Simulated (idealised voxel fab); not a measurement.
Process module in this document: voxel self aligned contacts
Cross-section cut: width 235 nm, square cells of 5 nm.
For the purposes of this document, a cross-section shall be understood as a grid of square cells, specified as bands listed in top-to-bottom order, each band consisting of one or more rows of cells.
Heights first: top, then bottom, in nm. Then materials, left to right, each with a width in nm. "edge to edge" on a single material: fills the band edge to edge. "air": empty space.
Measure heights from 0. That's the level where, below it, the as-received wafer is all one material. The lowest band is bottomless and extends downward; write it as in "top 0, no bottom".
Width: "30->40" (first number = top row, second number = bottom row, same change from row to row of cells).
Step marked "left unchanged"? Then no cell in the cross-section changed in it.
In "Trapped void list" the enclosed voids are listed, meaning empty spaces of 8 cells or larger without any opening to the top. The form is width x height at distance, distance from the left edge, units nm.
On a step's line, text after the settings is the simulator commenting on that step.
What "overlay nm" on a step's line means: if the step has a mask, that mask lay this far to the right of its planned place, or, when the value is negative, to the left.
## The following list gives the planned process steps
- 1: op RECEIVE | material Si
- 2: op OXIDIZE | depth nm 5
- 3: op DIRECTIONAL_DEP | material polySi | thk nm 25
- 4: op DIRECTIONAL_DEP | material SiN | thk nm 15
- 5: op PATTERN | tone cover | mask id GATE | material resist | width nm 30 | pitch nm 65 | thk nm 15 | overlay nm 0
- 6: op DIRECTIONAL_ETCH | etch materials SiN | depth nm 15
- 7: op DIRECTIONAL_ETCH | etch materials polySi | depth nm 25
- 8: op STRIP | etch materials resist
- 9: op CONFORMAL_DEP | material SiN | thk nm 5
- 10: op DIRECTIONAL_ETCH | etch materials SiN | depth nm 5
- 11: op FILL_DEP | material SiO2 | thk nm 15
- 12: op CMP | height nm 45
- 13: op DIRECTIONAL_DEP | material aC | thk nm 15
- 14: op PATTERN | tone open | mask id CONTACT | material resist | width nm 35 | pitch nm 65 | thk nm 30 | overlay nm 0
- 15: op DIRECTIONAL_ETCH | etch materials aC | depth nm 15
- 16: op STRIP | etch materials resist
- 17: op DIRECTIONAL_ETCH | etch materials SiO2 | depth nm 50
- 18: op STRIP | etch materials aC
- 19: op CONFORMAL_DEP | material TiN | thk nm 5
- 20: op FILL_DEP | material Ru | thk nm 10
- 21: op CMP | height nm 45
- 22: op CONFORMAL_DEP | material SiCN | thk nm 5
The width nm used in step 14 is not the same on every wafer, whereas the starting condition is; the value printed in the plan is the first wafer's.
## Cross-section of the first of several received wafers, showing its state after step 1
    top 0, no bottom | Si edge to edge
    Trapped void list: none
## Cross-section of the first of several wafers once the module has run through its last step, step 22
    top 50, bottom 45 | SiCN edge to edge
    top 45, bottom 40 | SiO2 (65), TiN (10), Ru (15), TiN (10), SiO2 (30), TiN (10), Ru (15), TiN (10), SiO2 (70)
    top 40, bottom 25 | SiO2 (30), SiN (40), TiN (5), Ru (15), TiN (5), SiN (40), TiN (5), Ru (15), TiN (5), SiN (40), SiO2 (35)
    top 25, bottom 0 | SiO2 (30), SiN (5), polySi (30), SiN (5), TiN (5), Ru (15), TiN (5), SiN (5), polySi (30), SiN (5), TiN (5), Ru (15), TiN (5), SiN (5), polySi (30), SiN (5), SiO2 (35)
    top 0, bottom -5 | SiO2 (70), TiN (25), SiO2 (40), TiN (25), SiO2 (75)
    top -5, no bottom | Si edge to edge
    Trapped void list: none
## The final wafer, sectioned at module end
    top 50, bottom 45 | SiCN edge to edge
    top 45, bottom 40 | SiO2 (60), TiN (15), Ru (15), TiN (20), SiO2 (15), TiN (15), Ru (15), TiN (20), SiO2 (60)
    top 40, bottom 25 | SiO2 (30), SiN (40), TiN (5), Ru (15), TiN (5), SiN (40), TiN (5), Ru (15), TiN (5), SiN (40), SiO2 (35)
    top 25, bottom 0 | SiO2 (30), SiN (5), polySi (30), SiN (5), TiN (5), Ru (15), TiN (5), SiN (5), polySi (30), SiN (5), TiN (5), Ru (15), TiN (5), SiN (5), polySi (30), SiN (5), SiO2 (35)
    top 0, bottom -5 | SiO2 (70), TiN (25), SiO2 (40), TiN (25), SiO2 (75)
    top -5, no bottom | Si edge to edge
    Trapped void list: none
## Heads up, this table goes wafer by wafer. A row tells you, at the end of the module, how many cells of each material that wafer has put on (+) or dropped (-) since it was received, and then its closed voids
width nm 35 | +54 Ru | -47 Si | +47 SiCN | +102 SiN | +174 SiO2 | +50 TiN | +90 polySi | Trapped void list: none
width nm 40 | +54 Ru | -47 Si | +47 SiCN | +102 SiN | +172 SiO2 | +52 TiN | +90 polySi | Trapped void list: none
width nm 45 | +54 Ru | -47 Si | +47 SiCN | +102 SiN | +170 SiO2 | +54 TiN | +90 polySi | Trapped void list: none
width nm 50 | +54 Ru | -47 Si | +47 SiCN | +102 SiN | +168 SiO2 | +56 TiN | +90 polySi | Trapped void list: none
